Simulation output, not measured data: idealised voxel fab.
This is a process module. Its name is voxel tone inversion.
FYI the section here is cut, 230 nm wide, cells are 5 nm squares.
The cross-sections in this document take the form of a grid made of square cells. They are written out as bands, in order from top to bottom. Each band consists of one or more rows of cells. Look at the band entry: it leads with the top's height and the bottom's height in nm. Then it lists the materials left to right, with a width in nm for each. The word "edge to edge" on a single material says that material fills the band edge to edge. The word "empty" is empty space. Ref level 0: as-received wafer is one material below here. Bottom band extends down with no lower bound ("0 and below"). The width entry "30->40" should be interpreted row by row: the top row of cells in the band takes the first number, the bottom row takes the second number, and the change between adjacent rows is uniform throughout. A step reported as "nothing altered" is a step in which no cell of the cross-section changed. Entry "Closed void roster" = empty spaces >= 8 cells with no open way to the top; each as width x height at distance, distance from left edge, all nm. Formally, on a step line, whatever follows the settings is a remark that the simulator itself makes on the step. What "overlay nm" on a step's line means: if the step has a mask, that mask lay this far to the right of its planned place, or, when the value is negative, to the left.
PLAN
- 1: RECEIVE with material Si
- 2: CONFORMAL_DEP with material SiCN, thk nm 10
- 3: DIRECTIONAL_DEP with material polySi, thk nm 20
- 4: PATTERN with tone cover, mask id POSTS, material resist, width nm 15, pitch nm 40, thk nm 30, overlay nm 0
- 5: DIRECTIONAL_ETCH with etch materials polySi, depth nm 20
- 6: STRIP with etch materials resist
- 7: FILL_DEP with material lowk, thk nm 10
- 8: CMP with height nm 30
- 9: STRIP with etch materials polySi
- 10: CONFORMAL_DEP with material TiN, thk nm 5
- 11: FILL_DEP with material Ru, thk nm 10
- 12: CMP with height nm 30
- 13: CONFORMAL_DEP with material SiN, thk nm 5
BELOW: THE FIRST OF TWO WAFERS, RUN AS PLANNED
AS RECEIVED (POST STEP 1): CROSS-SECTION
    0 and below = Si edge to edge
    Closed void roster: none
WAFER AFTER STEP 2 (CROSS-SECTION)
    10 down to 0 = SiCN edge to edge
    For the remainder of the cross-section, below 0, there is no change.
WAFER AFTER STEP 3 (CROSS-SECTION)
    30 down to 10 = polySi edge to edge
    For the remainder of the cross-section, below 10, there is no change.
WAFER AFTER STEP 4 (CROSS-SECTION)
    60 down to 30 = 65 of empty  15 of resist  25 of empty  15 of resist  25 of empty  15 of resist  70 of empty
    For the remainder of the cross-section, below 30, there is no change.
WAFER AFTER STEP 5 (CROSS-SECTION)
    60 down to 30 = 65 of empty  15 of resist  25 of empty  15 of resist  25 of empty  15 of resist  70 of empty
    30 down to 10 = 65 of empty  15 of polySi  25 of empty  15 of polySi  25 of empty  15 of polySi  70 of empty
    For the remainder of the cross-section, below 10, there is no change.
WAFER AFTER STEP 6 (CROSS-SECTION)
    30 down to 10 = 65 of empty  15 of polySi  25 of empty  15 of polySi  25 of empty  15 of polySi  70 of empty
    For the remainder of the cross-section, below 10, there is no change.
WAFER AFTER STEP 7 (CROSS-SECTION)
    40 down to 30 = lowk edge to edge
    30 down to 10 = 65 of lowk  15 of polySi  25 of lowk  15 of polySi  25 of lowk  15 of polySi  70 of lowk
    For the remainder of the cross-section, below 10, there is no change.
WAFER AFTER STEP 8 (CROSS-SECTION)
    30 down to 10 = 65 of lowk  15 of polySi  25 of lowk  15 of polySi  25 of lowk  15 of polySi  70 of lowk
    For the remainder of the cross-section, below 10, there is no change.
WAFER AFTER STEP 9 (CROSS-SECTION)
    30 down to 10 = 65 of lowk  15 of empty  25 of lowk  15 of empty  25 of lowk  15 of empty  70 of lowk
    For the remainder of the cross-section, below 10, there is no change.
WAFER AFTER STEP 10 (CROSS-SECTION)
    35 down to 30 = 70 of TiN  5 of empty  35 of TiN  5 of empty  35 of TiN  5 of empty  75 of TiN
    30 down to 15 = 65 of lowk  5 of TiN  5 of empty  5 of TiN  25 of lowk  5 of TiN  5 of empty  5 of TiN  25 of lowk  5 of TiN  5 of empty  5 of TiN  70 of lowk
    15 down to 10 = 65 of lowk  15 of TiN  25 of lowk  15 of TiN  25 of lowk  15 of TiN  70 of lowk
    For the remainder of the cross-section, below 10, there is no change.
WAFER AFTER STEP 11 (CROSS-SECTION)
    45 down to 35 = Ru edge to edge
    35 down to 30 = 70 of TiN  5 of Ru  35 of TiN  5 of Ru  35 of TiN  5 of Ru  75 of TiN
    30 down to 15 = 65 of lowk  5 of TiN  5 of Ru  5 of TiN  25 of lowk  5 of TiN  5 of Ru  5 of TiN  25 of lowk  5 of TiN  5 of Ru  5 of TiN  70 of lowk
    For the remainder of the cross-section, below 15, there is no change.
WAFER AFTER STEP 12 (CROSS-SECTION)
    30 down to 15 = 65 of lowk  5 of TiN  5 of Ru  5 of TiN  25 of lowk  5 of TiN  5 of Ru  5 of TiN  25 of lowk  5 of TiN  5 of Ru  5 of TiN  70 of lowk
    For the remainder of the cross-section, below 15, there is no change.
WAFER AFTER STEP 13 (CROSS-SECTION)
    35 down to 30 = SiN edge to edge
    For the remainder of the cross-section, below 30, there is no change.
SECOND WAFER. START AND PLAN AS FOR THE FIRST. ONE MISTAKE MADE IN RUNNING. AGREES WITH THE FIRST UP TO AND INCLUDING STEP 7
HERE IS THE SECOND WAFER IN CROSS-SECTION AT THE POINT WHERE STEP 8 OF THE PLAN SHOULD HAVE BEEN DONE
    25 down to 10 = 65 of lowk  15 of polySi  25 of lowk  15 of polySi  25 of lowk  15 of polySi  70 of lowk
    For the remainder of the cross-section, below 10, there is no change.
HERE IS THE SECOND WAFER IN CROSS-SECTION AT THE POINT WHERE STEP 9 OF THE PLAN SHOULD HAVE BEEN DONE
    25 down to 10 = 65 of lowk  15 of empty  25 of lowk  15 of empty  25 of lowk  15 of empty  70 of lowk
    For the remainder of the cross-section, below 10, there is no change.
HERE IS THE SECOND WAFER IN CROSS-SECTION AT THE POINT WHERE STEP 10 OF THE PLAN SHOULD HAVE BEEN DONE
    30 down to 25 = 70 of TiN  5 of empty  35 of TiN  5 of empty  35 of TiN  5 of empty  75 of TiN
    25 down to 15 = 65 of lowk  5 of TiN  5 of empty  5 of TiN  25 of lowk  5 of TiN  5 of empty  5 of TiN  25 of lowk  5 of TiN  5 of empty  5 of TiN  70 of lowk
    15 down to 10 = 65 of lowk  15 of TiN  25 of lowk  15 of TiN  25 of lowk  15 of TiN  70 of lowk
    For the remainder of the cross-section, below 10, there is no change.
HERE IS THE SECOND WAFER IN CROSS-SECTION AT THE POINT WHERE STEP 11 OF THE PLAN SHOULD HAVE BEEN DONE
    40 down to 30 = Ru edge to edge
    30 down to 25 = 70 of TiN  5 of Ru  35 of TiN  5 of Ru  35 of TiN  5 of Ru  75 of TiN
    25 down to 15 = 65 of lowk  5 of TiN  5 of Ru  5 of TiN  25 of lowk  5 of TiN  5 of Ru  5 of TiN  25 of lowk  5 of TiN  5 of Ru  5 of TiN  70 of lowk
    For the remainder of the cross-section, below 15, there is no change.
HERE IS THE SECOND WAFER IN CROSS-SECTION AT THE POINT WHERE STEP 12 OF THE PLAN SHOULD HAVE BEEN DONE
    30 down to 25 = 70 of TiN  5 of Ru  35 of TiN  5 of Ru  35 of TiN  5 of Ru  75 of TiN
    For the remainder of the cross-section, below 25, there is no change.
HERE IS THE SECOND WAFER IN CROSS-SECTION AT THE POINT WHERE STEP 13 OF THE PLAN SHOULD HAVE BEEN DONE
    35 down to 30 = SiN edge to edge
    For the remainder of the cross-section, below 30, there is no change.
Short version of what went wrong: step 8: run off-plan, actual operation and settings CMP with height nm 25
Counted in cells at the end, the second wafer holds more or fewer of these materials than the first: TiN +37; lowk -37
